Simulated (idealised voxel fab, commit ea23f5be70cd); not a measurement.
Name of the process module below: voxel self aligned vias
The cross-section on display is named cut; it measures 185 nm wide, and its cells are 5 nm squares.
We lay out every cross-section as a grid of square cells and spell it out in bands from the top down, where one band means one or more rows of cells. Per band: top height and bottom height in nm, followed by the left-to-right materials and their widths in nm; "throughout" marks a single material spanning edge to edge, "blank" marks empty space. Note: height 0 marks the level under which the wafer is uniformly one material as received. Lowest band unbounded below, written "0 -> down". A width such as "30 to 40" changes by the same amount from each row of cells to the next, from the band's top row to its bottom row. For the purposes of this document, the phrase "changes: none" attached to a step denotes that no cell within the cross-section was modified by that step. Listed in "Sealed void listing": every empty space of 8 or more cells without an open way to the top. Form: width x height at distance, the distance being from the left edge, all in nm. What comes after the settings on a step's line is commentary from the simulator itself on that step. What "overlay nm" on a step's line means: if the step has a mask, that mask lay this far to the right of its planned place, or, when the value is negative, to the left.

Planned step list for the process:
1,RECEIVE,material Si
2,CONFORMAL_DEP,material SiO2,thk nm 15
3,CONFORMAL_DEP,material SiCN,thk nm 5
4,DIRECTIONAL_DEP,material lowk,thk nm 30
5,PATTERN,tone open,mask id LINES,material resist,width nm 20,pitch nm 60,thk nm 15,overlay nm 0
6,DIRECTIONAL_ETCH,etch materials lowk,depth nm 30
7,STRIP,etch materials resist
8,CONFORMAL_DEP,material TiN,thk nm 5
9,FILL_DEP,material Ru,thk nm 10
10,CMP,height nm 50
11,SELECTIVE_ETCH,etch materials W Ru TiN,depth nm 10
12,FILL_DEP,material SiN,thk nm 10
13,CMP,height nm 50
14,DIRECTIONAL_DEP,material lowk,thk nm 15
15,PATTERN,tone open,mask id VIAS,material resist,width nm 30,pitch nm 60,thk nm 20,overlay nm 0
16,DIRECTIONAL_ETCH,etch materials lowk,depth nm 15
17,DIRECTIONAL_ETCH,etch materials SiN,depth nm 10
18,STRIP,etch materials resist
19,CONFORMAL_DEP,material TiN,thk nm 5
20,FILL_DEP,material Ru,thk nm 5
21,CMP,height nm 65
22,CONFORMAL_DEP,material SiN,thk nm 5

Cross-section: wafer on arrival = after step 1:
  0 -> down: Si throughout
  Sealed void listing: none

Wafer cross-section at module end: first of two, run to plan:
  70 -> 65: SiN throughout
  65 -> 55: lowk: 15 | TiN: 5 | Ru: 20 | TiN: 5 | lowk: 30 | TiN: 5 | Ru: 20 | TiN: 5 | lowk: 30 | TiN: 5 | Ru: 20 | TiN: 5 | lowk: 20
  55 -> 45: lowk: 15 to 20 | TiN: 10 to 5 | Ru: 10 | TiN: 10 to 5 | lowk: 30 to 40 | TiN: 10 to 5 | Ru: 10 | TiN: 10 to 5 | lowk: 30 to 40 | TiN: 10 to 5 | Ru: 10 | TiN: 10 to 5 | lowk: 20 to 25
  45 -> 40: lowk: 20 | TiN: 20 | lowk: 40 | TiN: 20 | lowk: 40 | TiN: 20 | lowk: 25
  40 -> 25: lowk: 20 | TiN: 5 | Ru: 10 | TiN: 5 | lowk: 40 | TiN: 5 | Ru: 10 | TiN: 5 | lowk: 40 | TiN: 5 | Ru: 10 | TiN: 5 | lowk: 25
  25 -> 20: lowk: 20 | TiN: 20 | lowk: 40 | TiN: 20 | lowk: 40 | TiN: 20 | lowk: 25
  20 -> 15: SiCN throughout
  15 -> 0: SiO2 throughout
  0 -> down: Si throughout
  Sealed void listing: none

Here is the second of the two wafers cut open at the end of the module - same start, same plan as the first one, but we made one mistake running it:
  70 -> 65: SiN throughout
  65 -> 55: lowk: 15 | TiN: 5 | Ru: 20 | TiN: 5 | lowk: 30 | TiN: 5 | Ru: 20 | TiN: 5 | lowk: 30 | TiN: 5 | Ru: 20 | TiN: 5 | lowk: 20
  55 -> 45: lowk: 15 to 25 | TiN: 15 to 5 | Ru: 10 | TiN: 5 | lowk: 30 to 40 | TiN: 15 to 5 | Ru: 10 | TiN: 5 | lowk: 30 to 40 | TiN: 15 to 5 | Ru: 10 | TiN: 5 | lowk: 20
  45 -> 40: lowk: 25 | TiN: 20 | lowk: 40 | TiN: 20 | lowk: 40 | TiN: 20 | lowk: 20
  40 -> 25: lowk: 25 | TiN: 5 | Ru: 10 | TiN: 5 | lowk: 40 | TiN: 5 | Ru: 10 | TiN: 5 | lowk: 40 | TiN: 5 | Ru: 10 | TiN: 5 | lowk: 20
  25 -> 20: lowk: 25 | TiN: 20 | lowk: 40 | TiN: 20 | lowk: 40 | TiN: 20 | lowk: 20
  20 -> 15: SiCN throughout
  15 -> 0: SiO2 throughout
  0 -> down: Si throughout
  Sealed void listing: none
Which mistake was made when the wafer was run? the process deviated at step 5: the operation and settings actually run there were PATTERN,tone open,mask id LINES,material resist,width nm 20,pitch nm 60,thk nm 15,overlay nm 5
When the process is done, the second wafer contains the same cell count of every material as the first wafer, but distributed over other locations.
